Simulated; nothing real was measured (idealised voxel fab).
Documented hereafter: the process module known as voxel self aligned vias.
Section cut is 165 nm wide and gridded with 5 nm square cells.
For the purposes of this document, a cross-section shall be understood as a grid of square cells, specified as bands listed in top-to-bottom order, each band consisting of one or more rows of cells. For a band, the entry starts with two heights in nm, that of the top and then that of the bottom, and carries on with the band's materials in order from left to right, each alongside its width in nm; the word "full width" beside a single material means it fills the band edge to edge, and "blank" means empty space. Counting heights begins at 0, where everything beneath is, in the wafer as received, one material. The lowest band has no bottom; it goes on downwards, as "0 -> down" shows. The width entry "30 to 40" should be interpreted row by row: the top row of cells in the band takes the first number, the bottom row takes the second number, and the change between adjacent rows is uniform throughout. Basically "no alterations made" means that step didn't change any cell in the cross-section. "Closed void roster" means: voids of 8 cells or more that are shut off from the top with no open way through. Written width x height at distance, distance from the left edge, in nm. Text after the settings on a step's line: the simulator's own remark on that step. overlay nm: where the mask lay relative to plan, measured to the right, on steps with a mask; negatives go left.

[These are the steps we planned for the process]
step 1: op RECEIVE | material Si
step 2: op CONFORMAL_DEP | material SiO2 | thk nm 15
step 3: op CONFORMAL_DEP | material SiCN | thk nm 5
step 4: op DIRECTIONAL_DEP | material lowk | thk nm 30
step 5: op PATTERN | tone open | mask id LINES | material resist | width nm 30 | pitch nm 80 | thk nm 20 | overlay nm 0
step 6: op DIRECTIONAL_ETCH | etch materials lowk | depth nm 30
step 7: op STRIP | etch materials resist
step 8: op CONFORMAL_DEP | material TiN | thk nm 5
step 9: op FILL_DEP | material W | thk nm 10
step 10: op CMP | height nm 50
step 11: op SELECTIVE_ETCH | etch materials W Ru TiN | depth nm 10
step 12: op FILL_DEP | material SiN | thk nm 5
step 13: op CMP | height nm 50
step 14: op DIRECTIONAL_DEP | material lowk | thk nm 20
step 15: op DIRECTIONAL_DEP | material aC | thk nm 10
step 16: op PATTERN | tone open | mask id VIAS | material resist | width nm 50 | pitch nm 80 | thk nm 30 | overlay nm 0
step 17: op DIRECTIONAL_ETCH | etch materials aC | depth nm 10
step 18: op STRIP | etch materials resist
step 19: op DIRECTIONAL_ETCH | etch materials lowk | depth nm 20
step 20: op DIRECTIONAL_ETCH | etch materials SiN | depth nm 10
step 21: op STRIP | etch materials aC
step 22: op CONFORMAL_DEP | material TiN | thk nm 5
step 23: op FILL_DEP | material W | thk nm 10
step 24: op CMP | height nm 70
step 25: op CONFORMAL_DEP | material SiCN | thk nm 5

[Cross-sectional view of the wafer in its as-received condition, corresponding to the state after step 1]
- 0 -> down = Si full width
- Closed void roster: none

[Same starting wafer, same plan as above, one mistake in the execution; this is the cross-section at the end of the module]
- 75 -> 70 = SiCN full width
- 70 -> 55 = 15 of lowk | 5 of TiN | 40 of W | 5 of TiN | 30 of lowk | 5 of TiN | 40 of W | 5 of TiN | 20 of lowk
- 55 -> 50 = 15 of lowk | 50 of TiN | 30 of lowk | 50 of TiN | 20 of lowk
- 50 -> 45 = SiCN full width
- 45 -> 15 = lowk full width
- 15 -> 0 = SiO2 full width
- 0 -> down = Si full width
- Closed void roster: none
Nonconformance to the process plan: mixed up steps 3 and 4 - ran each in the other's place
